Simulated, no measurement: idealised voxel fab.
A process module follows: voxel fin reveal.
Square cell edge 5 nm, section width 285 nm, ID cut.
Just so we're on the same page, the cross-sections are grids of square cells, and they're listed out in bands top to bottom, each band one or more rows deep. Each band's line starts with the height of the band's top and of its bottom, in nm. Then come its materials from left to right, each with its width in nm. One material with "throughout" fills the band from edge to edge. "empty" is empty space. For the purposes of this specification, 0 denotes the height below which the wafer in its as-received condition is composed wholly of one material, and the lowermost band, lacking a lower limit, extends downward without end, as expressed in "0 and below". Note: "30->40" means the width goes from the first number (top row of the band) to the second number (bottom row) in equal steps per row of cells. "no alterations made" for a step: no cell of the cross-section changed in that step. Closed-off voids of 8+ cells (no open route to the top) go in "Enclosed cavities", written width x height at distance from the left edge, in nm. If you see something after the settings on a step's line, that's the simulator's own remark about that step. Each step line may optionally specify "overlay nm", which for a step with a mask gives the rightward distance between the mask's planned place and where it lay, a negative value indicating the leftward direction.

-- Process steps (planned)
1) op RECEIVE | material Si
2) op CONFORMAL_DEP | material SiN | thk nm 10
3) op DIRECTIONAL_DEP | material aC | thk nm 15
4) op PATTERN | tone cover | mask id FINS | material resist | width nm 15 | pitch nm 40 | thk nm 30 | overlay nm 0
5) op DIRECTIONAL_ETCH | etch materials aC | depth nm 15
6) op STRIP | etch materials resist
7) op DIRECTIONAL_ETCH | etch materials SiN | depth nm 10
8) op DIRECTIONAL_ETCH | etch materials Si | depth nm 35
9) op STRIP | etch materials aC
10) op FILL_DEP | material SiO2 | thk nm 10
11) op CMP | height nm 10
12) op SELECTIVE_ETCH | etch materials SiO2 | depth nm 20
13) op STRIP | etch materials SiN
14) op CONFORMAL_DEP | material HfO2 | thk nm 5

-- Cross-section: wafer on arrival = after step 1
0 and below  Si throughout
Enclosed cavities: none

-- One mistake in running the module, otherwise start and plan as above: cross-section at the end
5 down to 0  empty 90 | HfO2 25 | empty 15 | HfO2 25 | empty 15 | HfO2 25 | empty 90
0 down to -5  empty 90 | HfO2 5 | Si 15 | HfO2 5 | empty 15 | HfO2 5 | Si 15 | HfO2 5 | empty 15 | HfO2 5 | Si 15 | HfO2 5 | empty 90
-5 down to -10  HfO2 95 | Si 15 | HfO2 25 | Si 15 | HfO2 25 | Si 15 | HfO2 95
-10 down to -70  SiO2 95 | Si 15 | SiO2 25 | Si 15 | SiO2 25 | Si 15 | SiO2 95
-70 and below  Si throughout
Enclosed cavities: none
Want to know what went wrong? the plan had its step 8 run twice
